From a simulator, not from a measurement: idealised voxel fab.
Process module, titled voxel wiring stack
Square cells of 5 nm make up the cross-section cut, whose width is 220 nm.
Square cells in a grid make up a cross-section in this document, and the grid is given as bands, listed from the top down, each one or more rows of cells.
This entry defines a band. It first specifies the height of the band's top and the height of its bottom in nm, and then specifies the band's materials from left to right, stating each material with its width in nm. The word "everywhere" identifies a single material that fills the band from edge to edge, while the word "blank" identifies empty space.
Heights are measured from 0, the level below which the as-received wafer is all one material; the lowest band has no bottom and continues downward, written as in "top 0, no bottom".
A two-number width, for instance "30 to 40", indicates that the width is equal to the first number in the top row of the band and to the second number in the bottom row, and that it changes by a constant amount per row of cells.
"same as before" -> step changed no cross-section cell.
Enclosed voids (no open way to top), threshold 8 cells or more, entry "Closed void entries", notation width x height at distance, distance from left edge, nm.
On each step's line, the part that comes after the settings is the simulator's own comment on the step.
overlay nm: mask right of planned place by this much (step with mask). Neg. = left.

Process steps foreseen in the plan
- 1: RECEIVE (material Si)
- 2: CONFORMAL_DEP (material SiO2; thk nm 10)
- 3: CONFORMAL_DEP (material SiN; thk nm 5)
- 4: DIRECTIONAL_DEP (material lowk; thk nm 15)
- 5: MASKED_ETCH (tone open; mask id METAL_1; width nm 20; pitch nm 50; etch materials lowk; depth nm 15; overlay nm 0)
- 6: MASKED_ETCH (tone open; mask id METAL_1; width nm 20; pitch nm 50; etch materials SiN; depth nm 5; overlay nm 0)
- 7: CONFORMAL_DEP (material TiN; thk nm 5)
- 8: FILL_DEP (material Cu; thk nm 5)
- 9: CMP (height nm 30)
- 10: CONFORMAL_DEP (material SiCN; thk nm 5)
- 11: DIRECTIONAL_DEP (material SiO2; thk nm 10)
- 12: MASKED_ETCH (tone open; mask id PLUG_1; width nm 15; pitch nm 50; etch materials SiO2; depth nm 10; overlay nm 0)
- 13: MASKED_ETCH (tone open; mask id PLUG_1; width nm 15; pitch nm 50; etch materials SiCN; depth nm 5; overlay nm 0)
- 14: EPI (material Ru; thk nm 10)
- 15: EPI (material Ru; thk nm 5)
- 16: DIRECTIONAL_DEP (material TiN; thk nm 5)
- 17: DIRECTIONAL_DEP (material Ru; thk nm 20)
- 18: DIRECTIONAL_DEP (material aC; thk nm 15)
- 19: PATTERN (tone cover; mask id METAL_2; material resist; width nm 20; pitch nm 50; thk nm 30; overlay nm 0)
- 20: DIRECTIONAL_ETCH (etch materials aC; depth nm 15)
- 21: STRIP (etch materials resist)
- 22: DIRECTIONAL_ETCH (etch materials Ru; depth nm 20)
- 23: DIRECTIONAL_ETCH (etch materials TiN; depth nm 5)
- 24: STRIP (etch materials aC)
- 25: CONFORMAL_DEP (material SiN; thk nm 5)
- 26: FILL_DEP (material lowk; thk nm 10)
- 27: CMP (height nm 70)
- 28: CONFORMAL_DEP (material SiCN; thk nm 5)
- 29: DIRECTIONAL_DEP (material SiO2; thk nm 10)
- 30: PATTERN (tone open; mask id PLUG_2; material resist; width nm 15; pitch nm 50; thk nm 15; overlay nm 0)
- 31: DIRECTIONAL_ETCH (etch materials SiO2; depth nm 10)
- 32: DIRECTIONAL_ETCH (etch materials SiCN; depth nm 5)
- 33: STRIP (etch materials resist)
- 34: EPI (material Ru; thk nm 10)
- 35: EPI (material Ru; thk nm 5)
- 36: CONFORMAL_DEP (material SiN; thk nm 5)
- 37: DIRECTIONAL_DEP (material SiO2; thk nm 25)
- 38: PATTERN (tone open; mask id METAL_3; material resist; width nm 20; pitch nm 50; thk nm 15; overlay nm 0)
- 39: DIRECTIONAL_ETCH (etch materials SiO2; depth nm 25)
- 40: DIRECTIONAL_ETCH (etch materials SiN; depth nm 5)
- 41: STRIP (etch materials resist)
- 42: CONFORMAL_DEP (material TiN; thk nm 5)
- 43: FILL_DEP (material Ru; thk nm 5)
- 44: CMP (height nm 115)
- 45: CONFORMAL_DEP (material SiCN; thk nm 5)

Of two wafers, the first: run according to plan

Delivered wafer in cross-section: state after step 1
    top 0, no bottom = Si everywhere
    Closed void entries: none

The wafer in cross-section once step 2 is complete
    top 10, bottom 0 = SiO2 everywhere
    Below 0, no change.

The wafer in cross-section once step 3 is complete
    top 15, bottom 10 = SiN everywhere
    Below 10, no change.

The wafer in cross-section once step 4 is complete
    top 30, bottom 15 = lowk everywhere
    Below 15, no change.

The wafer in cross-section once step 5 is complete
    top 30, bottom 15 = 75 nm lowk / 20 nm blank / 30 nm lowk / 20 nm blank / 75 nm lowk
    Below 15, no change.

The wafer in cross-section once step 6 is complete
    top 30, bottom 15 = 75 nm lowk / 20 nm blank / 30 nm lowk / 20 nm blank / 75 nm lowk
    top 15, bottom 10 = 75 nm SiN / 20 nm blank / 30 nm SiN / 20 nm blank / 75 nm SiN
    Below 10, no change.

The wafer in cross-section once step 7 is complete
    top 35, bottom 30 = 80 nm TiN / 10 nm blank / 40 nm TiN / 10 nm blank / 80 nm TiN
    top 30, bottom 15 = 75 nm lowk / 5 nm TiN / 10 nm blank / 5 nm TiN / 30 nm lowk / 5 nm TiN / 10 nm blank / 5 nm TiN / 75 nm lowk
    top 15, bottom 10 = 75 nm SiN / 20 nm TiN / 30 nm SiN / 20 nm TiN / 75 nm SiN
    Below 10, no change.

The wafer in cross-section once step 8 is complete
    top 40, bottom 35 = Cu everywhere
    top 35, bottom 30 = 80 nm TiN / 10 nm Cu / 40 nm TiN / 10 nm Cu / 80 nm TiN
    top 30, bottom 15 = 75 nm lowk / 5 nm TiN / 10 nm Cu / 5 nm TiN / 30 nm lowk / 5 nm TiN / 10 nm Cu / 5 nm TiN / 75 nm lowk
    Below 15, no change.

The wafer in cross-section once step 9 is complete
    top 30, bottom 15 = 75 nm lowk / 5 nm TiN / 10 nm Cu / 5 nm TiN / 30 nm lowk / 5 nm TiN / 10 nm Cu / 5 nm TiN / 75 nm lowk
    Below 15, no change.

The wafer in cross-section once step 10 is complete
    top 35, bottom 30 = SiCN everywhere
    Below 30, no change.

The wafer in cross-section once step 11 is complete
    top 45, bottom 35 = SiO2 everywhere
    Below 35, no change.

The wafer in cross-section once step 12 is complete
    top 45, bottom 35 = 75 nm SiO2 / 15 nm blank / 35 nm SiO2 / 15 nm blank / 80 nm SiO2
    Below 35, no change.

The wafer in cross-section once step 13 is complete
    top 45, bottom 35 = 75 nm SiO2 / 15 nm blank / 35 nm SiO2 / 15 nm blank / 80 nm SiO2
    top 35, bottom 30 = 75 nm SiCN / 15 nm blank / 35 nm SiCN / 15 nm blank / 80 nm SiCN
    Below 30, no change.

The wafer in cross-section once step 14 is complete
    top 45, bottom 40 = 75 nm SiO2 / 15 nm blank / 35 nm SiO2 / 15 nm blank / 80 nm SiO2
    top 40, bottom 35 = 75 nm SiO2 / 15 nm Ru / 35 nm SiO2 / 15 nm Ru / 80 nm SiO2
    top 35, bottom 30 = 75 nm SiCN / 15 nm Ru / 35 nm SiCN / 15 nm Ru / 80 nm SiCN
    Below 30, no change.

The wafer in cross-section once step 15 is complete
    top 45, bottom 35 = 75 nm SiO2 / 15 nm Ru / 35 nm SiO2 / 15 nm Ru / 80 nm SiO2
    Below 35, no change.

The wafer in cross-section once step 16 is complete
    top 50, bottom 45 = TiN everywhere
    Below 45, no change.

The wafer in cross-section once step 17 is complete
    top 70, bottom 50 = Ru everywhere
    Below 50, no change.

The wafer in cross-section once step 18 is complete
    top 85, bottom 70 = aC everywhere
    Below 70, no change.

The wafer in cross-section once step 19 is complete
    top 115, bottom 85 = 75 nm blank / 20 nm resist / 30 nm blank / 20 nm resist / 75 nm blank
    Below 85, no change.

The wafer in cross-section once step 20 is complete
    top 100, bottom 85 = 75 nm blank / 20 nm resist / 30 nm blank / 20 nm resist / 75 nm blank
    top 85, bottom 70 = 75 nm blank / 20 nm aC / 30 nm blank / 20 nm aC / 75 nm blank
    Below 70, no change.

The wafer in cross-section once step 21 is complete
    top 85, bottom 70 = 75 nm blank / 20 nm aC / 30 nm blank / 20 nm aC / 75 nm blank
    Below 70, no change.

The wafer in cross-section once step 22 is complete
    top 85, bottom 70 = 75 nm blank / 20 nm aC / 30 nm blank / 20 nm aC / 75 nm blank
    top 70, bottom 50 = 75 nm blank / 20 nm Ru / 30 nm blank / 20 nm Ru / 75 nm blank
    Below 50, no change.

The wafer in cross-section once step 23 is complete
    top 85, bottom 70 = 75 nm blank / 20 nm aC / 30 nm blank / 20 nm aC / 75 nm blank
    top 70, bottom 50 = 75 nm blank / 20 nm Ru / 30 nm blank / 20 nm Ru / 75 nm blank
    top 50, bottom 45 = 75 nm blank / 20 nm TiN / 30 nm blank / 20 nm TiN / 75 nm blank
    Below 45, no change.

The wafer in cross-section once step 24 is complete
    top 70, bottom 50 = 75 nm blank / 20 nm Ru / 30 nm blank / 20 nm Ru / 75 nm blank
    Below 50, no change.

The wafer in cross-section once step 25 is complete
    top 75, bottom 70 = 70 nm blank / 30 nm SiN / 20 nm blank / 30 nm SiN / 70 nm blank
    top 70, bottom 50 = 70 nm blank / 5 nm SiN / 20 nm Ru / 5 nm SiN / 20 nm blank / 5 nm SiN / 20 nm Ru / 5 nm SiN / 70 nm blank
    top 50, bottom 45 = 75 nm SiN / 20 nm TiN / 30 nm SiN / 20 nm TiN / 75 nm SiN
    Below 45, no change.

The wafer in cross-section once step 26 is complete
    top 85, bottom 75 = lowk everywhere
    top 75, bottom 70 = 70 nm lowk / 30 nm SiN / 20 nm lowk / 30 nm SiN / 70 nm lowk
    top 70, bottom 50 = 70 nm lowk / 5 nm SiN / 20 nm Ru / 5 nm SiN / 20 nm lowk / 5 nm SiN / 20 nm Ru / 5 nm SiN / 70 nm lowk
    Below 50, no change.

The wafer in cross-section once step 27 is complete
    top 70, bottom 50 = 70 nm lowk / 5 nm SiN / 20 nm Ru / 5 nm SiN / 20 nm lowk / 5 nm SiN / 20 nm Ru / 5 nm SiN / 70 nm lowk
    Below 50, no change.

The wafer in cross-section once step 28 is complete
    top 75, bottom 70 = SiCN everywhere
    Below 70, no change.

The wafer in cross-section once step 29 is complete
    top 85, bottom 75 = SiO2 everywhere
    Below 75, no change.

The wafer in cross-section once step 30 is complete
    top 100, bottom 85 = 75 nm resist / 15 nm blank / 35 nm resist / 15 nm blank / 80 nm resist
    Below 85, no change.

The wafer in cross-section once step 31 is complete
    top 100, bottom 85 = 75 nm resist / 15 nm blank / 35 nm resist / 15 nm blank / 80 nm resist
    top 85, bottom 75 = 75 nm SiO2 / 15 nm blank / 35 nm SiO2 / 15 nm blank / 80 nm SiO2
    Below 75, no change.

The wafer in cross-section once step 32 is complete
    top 100, bottom 85 = 75 nm resist / 15 nm blank / 35 nm resist / 15 nm blank / 80 nm resist
    top 85, bottom 75 = 75 nm SiO2 / 15 nm blank / 35 nm SiO2 / 15 nm blank / 80 nm SiO2
    top 75, bottom 70 = 75 nm SiCN / 15 nm blank / 35 nm SiCN / 15 nm blank / 80 nm SiCN
    Below 70, no change.

The wafer in cross-section once step 33 is complete
    top 85, bottom 75 = 75 nm SiO2 / 15 nm blank / 35 nm SiO2 / 15 nm blank / 80 nm SiO2
    Below 75, no change.

The wafer in cross-section once step 34 is complete
    top 85, bottom 80 = 75 nm SiO2 / 15 nm blank / 35 nm SiO2 / 15 nm blank / 80 nm SiO2
    top 80, bottom 75 = 75 nm SiO2 / 15 nm Ru / 35 nm SiO2 / 15 nm Ru / 80 nm SiO2
    top 75, bottom 70 = 75 nm SiCN / 15 nm Ru / 35 nm SiCN / 15 nm Ru / 80 nm SiCN
    Below 70, no change.

The wafer in cross-section once step 35 is complete
    top 85, bottom 75 = 75 nm SiO2 / 15 nm Ru / 35 nm SiO2 / 15 nm Ru / 80 nm SiO2
    Below 75, no change.

The wafer in cross-section once step 36 is complete
    top 90, bottom 85 = SiN everywhere
    Below 85, no change.

The wafer in cross-section once step 37 is complete
    top 115, bottom 90 = SiO2 everywhere
    Below 90, no change.

The wafer in cross-section once step 38 is complete
    top 130, bottom 115 = 75 nm resist / 20 nm blank / 30 nm resist / 20 nm blank / 75 nm resist
    Below 115, no change.

The wafer in cross-section once step 39 is complete
    top 130, bottom 115 = 75 nm resist / 20 nm blank / 30 nm resist / 20 nm blank / 75 nm resist
    top 115, bottom 90 = 75 nm SiO2 / 20 nm blank / 30 nm SiO2 / 20 nm blank / 75 nm SiO2
    Below 90, no change.

The wafer in cross-section once step 40 is complete
    top 130, bottom 115 = 75 nm resist / 20 nm blank / 30 nm resist / 20 nm blank / 75 nm resist
    top 115, bottom 90 = 75 nm SiO2 / 20 nm blank / 30 nm SiO2 / 20 nm blank / 75 nm SiO2
    top 90, bottom 85 = 75 nm SiN / 20 nm blank / 30 nm SiN / 20 nm blank / 75 nm SiN
    Below 85, no change.

The wafer in cross-section once step 41 is complete
    top 115, bottom 90 = 75 nm SiO2 / 20 nm blank / 30 nm SiO2 / 20 nm blank / 75 nm SiO2
    Below 90, no change.

The wafer in cross-section once step 42 is complete
    top 120, bottom 115 = 80 nm TiN / 10 nm blank / 40 nm TiN / 10 nm blank / 80 nm TiN
    top 115, bottom 90 = 75 nm SiO2 / 5 nm TiN / 10 nm blank / 5 nm TiN / 30 nm SiO2 / 5 nm TiN / 10 nm blank / 5 nm TiN / 75 nm SiO2
    top 90, bottom 85 = 75 nm SiN / 20 nm TiN / 30 nm SiN / 20 nm TiN / 75 nm SiN
    Below 85, no change.

The wafer in cross-section once step 43 is complete
    top 125, bottom 120 = Ru everywhere
    top 120, bottom 115 = 80 nm TiN / 10 nm Ru / 40 nm TiN / 10 nm Ru / 80 nm TiN
    top 115, bottom 90 = 75 nm SiO2 / 5 nm TiN / 10 nm Ru / 5 nm TiN / 30 nm SiO2 / 5 nm TiN / 10 nm Ru / 5 nm TiN / 75 nm SiO2
    Below 90, no change.

The wafer in cross-section once step 44 is complete
    top 115, bottom 90 = 75 nm SiO2 / 5 nm TiN / 10 nm Ru / 5 nm TiN / 30 nm SiO2 / 5 nm TiN / 10 nm Ru / 5 nm TiN / 75 nm SiO2
    Below 90, no change.

The wafer in cross-section once step 45 is complete
    top 120, bottom 115 = SiCN everywhere
    Below 115, no change.

Notes, second wafer: start = first wafer's, plan = first wafer's, execution had one mistake; history identical to first through step 4

Second wafer profile in section, at the moment step 5 of the plan was meant to be complete
    top 30, bottom 15 = 70 nm lowk / 30 nm blank / 20 nm lowk / 30 nm blank / 70 nm lowk
    Below 15, no change.

Second wafer profile in section, at the moment step 6 of the plan was meant to be complete
    top 30, bottom 15 = 70 nm lowk / 30 nm blank / 20 nm lowk / 30 nm blank / 70 nm lowk
    top 15, bottom 10 = 75 nm SiN / 20 nm blank / 30 nm SiN / 20 nm blank / 75 nm SiN
    Below 10, no change.

Second wafer profile in section, at the moment step 7 of the plan was meant to be complete
    top 35, bottom 30 = 75 nm TiN / 20 nm blank / 30 nm TiN / 20 nm blank / 75 nm TiN
    top 30, bottom 20 = 70 nm lowk / 5 nm TiN / 20 nm blank / 5 nm TiN / 20 nm lowk / 5 nm TiN / 20 nm blank / 5 nm TiN / 70 nm lowk
    top 20, bottom 15 = 70 nm lowk / 10 nm TiN / 10 nm blank / 10 nm TiN / 20 nm lowk / 10 nm TiN / 10 nm blank / 10 nm TiN / 70 nm lowk
    top 15, bottom 10 = 75 nm SiN / 20 nm TiN / 30 nm SiN / 20 nm TiN / 75 nm SiN
    Below 10, no change.

Second wafer profile in section, at the moment step 8 of the plan was meant to be complete
    top 40, bottom 35 = Cu everywhere
    top 35, bottom 30 = 75 nm TiN / 20 nm Cu / 30 nm TiN / 20 nm Cu / 75 nm TiN
    top 30, bottom 20 = 70 nm lowk / 5 nm TiN / 20 nm Cu / 5 nm TiN / 20 nm lowk / 5 nm TiN / 20 nm Cu / 5 nm TiN / 70 nm lowk
    top 20, bottom 15 = 70 nm lowk / 10 nm TiN / 10 nm Cu / 10 nm TiN / 20 nm lowk / 10 nm TiN / 10 nm Cu / 10 nm TiN / 70 nm lowk
    Below 15, no change.

Second wafer profile in section, at the moment step 9 of the plan was meant to be complete
    top 30, bottom 20 = 70 nm lowk / 5 nm TiN / 20 nm Cu / 5 nm TiN / 20 nm lowk / 5 nm TiN / 20 nm Cu / 5 nm TiN / 70 nm lowk
    Below 20, no change.

Second wafer profile in section, at the moment step 10 of the plan was meant to be complete
    top 35, bottom 30 = SiCN everywhere
    Below 30, no change.

Second wafer profile in section, at the moment step 11 of the plan was meant to be complete
    top 45, bottom 35 = SiO2 everywhere
    Below 35, no change.

Second wafer profile in section, at the moment step 12 of the plan was meant to be complete
    top 45, bottom 35 = 75 nm SiO2 / 15 nm blank / 35 nm SiO2 / 15 nm blank / 80 nm SiO2
    Below 35, no change.

Second wafer profile in section, at the moment step 13 of the plan was meant to be complete
    top 45, bottom 35 = 75 nm SiO2 / 15 nm blank / 35 nm SiO2 / 15 nm blank / 80 nm SiO2
    top 35, bottom 30 = 75 nm SiCN / 15 nm blank / 35 nm SiCN / 15 nm blank / 80 nm SiCN
    Below 30, no change.

Second wafer profile in section, at the moment step 14 of the plan was meant to be complete
    top 45, bottom 40 = 75 nm SiO2 / 15 nm blank / 35 nm SiO2 / 15 nm blank / 80 nm SiO2
    top 40, bottom 35 = 75 nm SiO2 / 15 nm Ru / 35 nm SiO2 / 15 nm Ru / 80 nm SiO2
    top 35, bottom 30 = 75 nm SiCN / 15 nm Ru / 35 nm SiCN / 15 nm Ru / 80 nm SiCN
    Below 30, no change.

Second wafer profile in section, at the moment step 15 of the plan was meant to be complete
    top 45, bottom 35 = 75 nm SiO2 / 15 nm Ru / 35 nm SiO2 / 15 nm Ru / 80 nm SiO2
    Below 35, no change.

Second wafer profile in section, at the moment step 16 of the plan was meant to be complete
    top 50, bottom 45 = TiN everywhere
    Below 45, no change.

Second wafer profile in section, at the moment step 17 of the plan was meant to be complete
    top 70, bottom 50 = Ru everywhere
    Below 50, no change.

Second wafer profile in section, at the moment step 18 of the plan was meant to be complete
    top 85, bottom 70 = aC everywhere
    Below 70, no change.

Second wafer profile in section, at the moment step 19 of the plan was meant to be complete
    top 115, bottom 85 = 75 nm blank / 20 nm resist / 30 nm blank / 20 nm resist / 75 nm blank
    Below 85, no change.

Second wafer profile in section, at the moment step 20 of the plan was meant to be complete
    top 100, bottom 85 = 75 nm blank / 20 nm resist / 30 nm blank / 20 nm resist / 75 nm blank
    top 85, bottom 70 = 75 nm blank / 20 nm aC / 30 nm blank / 20 nm aC / 75 nm blank
    Below 70, no change.

Second wafer profile in section, at the moment step 21 of the plan was meant to be complete
    top 85, bottom 70 = 75 nm blank / 20 nm aC / 30 nm blank / 20 nm aC / 75 nm blank
    Below 70, no change.

Second wafer profile in section, at the moment step 22 of the plan was meant to be complete
    top 85, bottom 70 = 75 nm blank / 20 nm aC / 30 nm blank / 20 nm aC / 75 nm blank
    top 70, bottom 50 = 75 nm blank / 20 nm Ru / 30 nm blank / 20 nm Ru / 75 nm blank
    Below 50, no change.

Second wafer profile in section, at the moment step 23 of the plan was meant to be complete
    top 85, bottom 70 = 75 nm blank / 20 nm aC / 30 nm blank / 20 nm aC / 75 nm blank
    top 70, bottom 50 = 75 nm blank / 20 nm Ru / 30 nm blank / 20 nm Ru / 75 nm blank
    top 50, bottom 45 = 75 nm blank / 20 nm TiN / 30 nm blank / 20 nm TiN / 75 nm blank
    Below 45, no change.

Second wafer profile in section, at the moment step 24 of the plan was meant to be complete
    top 70, bottom 50 = 75 nm blank / 20 nm Ru / 30 nm blank / 20 nm Ru / 75 nm blank
    Below 50, no change.

Second wafer profile in section, at the moment step 25 of the plan was meant to be complete
    top 75, bottom 70 = 70 nm blank / 30 nm SiN / 20 nm blank / 30 nm SiN / 70 nm blank
    top 70, bottom 50 = 70 nm blank / 5 nm SiN / 20 nm Ru / 5 nm SiN / 20 nm blank / 5 nm SiN / 20 nm Ru / 5 nm SiN / 70 nm blank
    top 50, bottom 45 = 75 nm SiN / 20 nm TiN / 30 nm SiN / 20 nm TiN / 75 nm SiN
    Below 45, no change.

Second wafer profile in section, at the moment step 26 of the plan was meant to be complete
    top 85, bottom 75 = lowk everywhere
    top 75, bottom 70 = 70 nm lowk / 30 nm SiN / 20 nm lowk / 30 nm SiN / 70 nm lowk
    top 70, bottom 50 = 70 nm lowk / 5 nm SiN / 20 nm Ru / 5 nm SiN / 20 nm lowk / 5 nm SiN / 20 nm Ru / 5 nm SiN / 70 nm lowk
    Below 50, no change.

Second wafer profile in section, at the moment step 27 of the plan was meant to be complete
    top 70, bottom 50 = 70 nm lowk / 5 nm SiN / 20 nm Ru / 5 nm SiN / 20 nm lowk / 5 nm SiN / 20 nm Ru / 5 nm SiN / 70 nm lowk
    Below 50, no change.

Second wafer profile in section, at the moment step 28 of the plan was meant to be complete
    top 75, bottom 70 = SiCN everywhere
    Below 70, no change.

Second wafer profile in section, at the moment step 29 of the plan was meant to be complete
    top 85, bottom 75 = SiO2 everywhere
    Below 75, no change.

Second wafer profile in section, at the moment step 30 of the plan was meant to be complete
    top 100, bottom 85 = 75 nm resist / 15 nm blank / 35 nm resist / 15 nm blank / 80 nm resist
    Below 85, no change.

Second wafer profile in section, at the moment step 31 of the plan was meant to be complete
    top 100, bottom 85 = 75 nm resist / 15 nm blank / 35 nm resist / 15 nm blank / 80 nm resist
    top 85, bottom 75 = 75 nm SiO2 / 15 nm blank / 35 nm SiO2 / 15 nm blank / 80 nm SiO2
    Below 75, no change.

Second wafer profile in section, at the moment step 32 of the plan was meant to be complete
    top 100, bottom 85 = 75 nm resist / 15 nm blank / 35 nm resist / 15 nm blank / 80 nm resist
    top 85, bottom 75 = 75 nm SiO2 / 15 nm blank / 35 nm SiO2 / 15 nm blank / 80 nm SiO2
    top 75, bottom 70 = 75 nm SiCN / 15 nm blank / 35 nm SiCN / 15 nm blank / 80 nm SiCN
    Below 70, no change.

Second wafer profile in section, at the moment step 33 of the plan was meant to be complete
    top 85, bottom 75 = 75 nm SiO2 / 15 nm blank / 35 nm SiO2 / 15 nm blank / 80 nm SiO2
    Below 75, no change.

Second wafer profile in section, at the moment step 34 of the plan was meant to be complete
    top 85, bottom 80 = 75 nm SiO2 / 15 nm blank / 35 nm SiO2 / 15 nm blank / 80 nm SiO2
    top 80, bottom 75 = 75 nm SiO2 / 15 nm Ru / 35 nm SiO2 / 15 nm Ru / 80 nm SiO2
    top 75, bottom 70 = 75 nm SiCN / 15 nm Ru / 35 nm SiCN / 15 nm Ru / 80 nm SiCN
    Below 70, no change.

Second wafer profile in section, at the moment step 35 of the plan was meant to be complete
    top 85, bottom 75 = 75 nm SiO2 / 15 nm Ru / 35 nm SiO2 / 15 nm Ru / 80 nm SiO2
    Below 75, no change.

Second wafer profile in section, at the moment step 36 of the plan was meant to be complete
    top 90, bottom 85 = SiN everywhere
    Below 85, no change.

Second wafer profile in section, at the moment step 37 of the plan was meant to be complete
    top 115, bottom 90 = SiO2 everywhere
    Below 90, no change.

Second wafer profile in section, at the moment step 38 of the plan was meant to be complete
    top 130, bottom 115 = 75 nm resist / 20 nm blank / 30 nm resist / 20 nm blank / 75 nm resist
    Below 115, no change.

Second wafer profile in section, at the moment step 39 of the plan was meant to be complete
    top 130, bottom 115 = 75 nm resist / 20 nm blank / 30 nm resist / 20 nm blank / 75 nm resist
    top 115, bottom 90 = 75 nm SiO2 / 20 nm blank / 30 nm SiO2 / 20 nm blank / 75 nm SiO2
    Below 90, no change.

Second wafer profile in section, at the moment step 40 of the plan was meant to be complete
    top 130, bottom 115 = 75 nm resist / 20 nm blank / 30 nm resist / 20 nm blank / 75 nm resist
    top 115, bottom 90 = 75 nm SiO2 / 20 nm blank / 30 nm SiO2 / 20 nm blank / 75 nm SiO2
    top 90, bottom 85 = 75 nm SiN / 20 nm blank / 30 nm SiN / 20 nm blank / 75 nm SiN
    Below 85, no change.

Second wafer profile in section, at the moment step 41 of the plan was meant to be complete
    top 115, bottom 90 = 75 nm SiO2 / 20 nm blank / 30 nm SiO2 / 20 nm blank / 75 nm SiO2
    Below 90, no change.

Second wafer profile in section, at the moment step 42 of the plan was meant to be complete
    top 120, bottom 115 = 80 nm TiN / 10 nm blank / 40 nm TiN / 10 nm blank / 80 nm TiN
    top 115, bottom 90 = 75 nm SiO2 / 5 nm TiN / 10 nm blank / 5 nm TiN / 30 nm SiO2 / 5 nm TiN / 10 nm blank / 5 nm TiN / 75 nm SiO2
    top 90, bottom 85 = 75 nm SiN / 20 nm TiN / 30 nm SiN / 20 nm TiN / 75 nm SiN
    Below 85, no change.

Second wafer profile in section, at the moment step 43 of the plan was meant to be complete
    top 125, bottom 120 = Ru everywhere
    top 120, bottom 115 = 80 nm TiN / 10 nm Ru / 40 nm TiN / 10 nm Ru / 80 nm TiN
    top 115, bottom 90 = 75 nm SiO2 / 5 nm TiN / 10 nm Ru / 5 nm TiN / 30 nm SiO2 / 5 nm TiN / 10 nm Ru / 5 nm TiN / 75 nm SiO2
    Below 90, no change.

Second wafer profile in section, at the moment step 44 of the plan was meant to be complete
    top 115, bottom 90 = 75 nm SiO2 / 5 nm TiN / 10 nm Ru / 5 nm TiN / 30 nm SiO2 / 5 nm TiN / 10 nm Ru / 5 nm TiN / 75 nm SiO2
    Below 90, no change.

Second wafer profile in section, at the moment step 45 of the plan was meant to be complete
    top 120, bottom 115 = SiCN everywhere
    Below 115, no change.
What was done differently from what was planned? step 5 did not happen as planned, as run it was MASKED_ETCH (tone open; mask id METAL_1; width nm 30; pitch nm 50; etch materials lowk; depth nm 15; overlay nm 0)
Looking at both finished wafers in cells, the second ends up ahead of or behind the first on some materials: Cu: 8 more | TiN: 4 more | lowk: 12 fewer
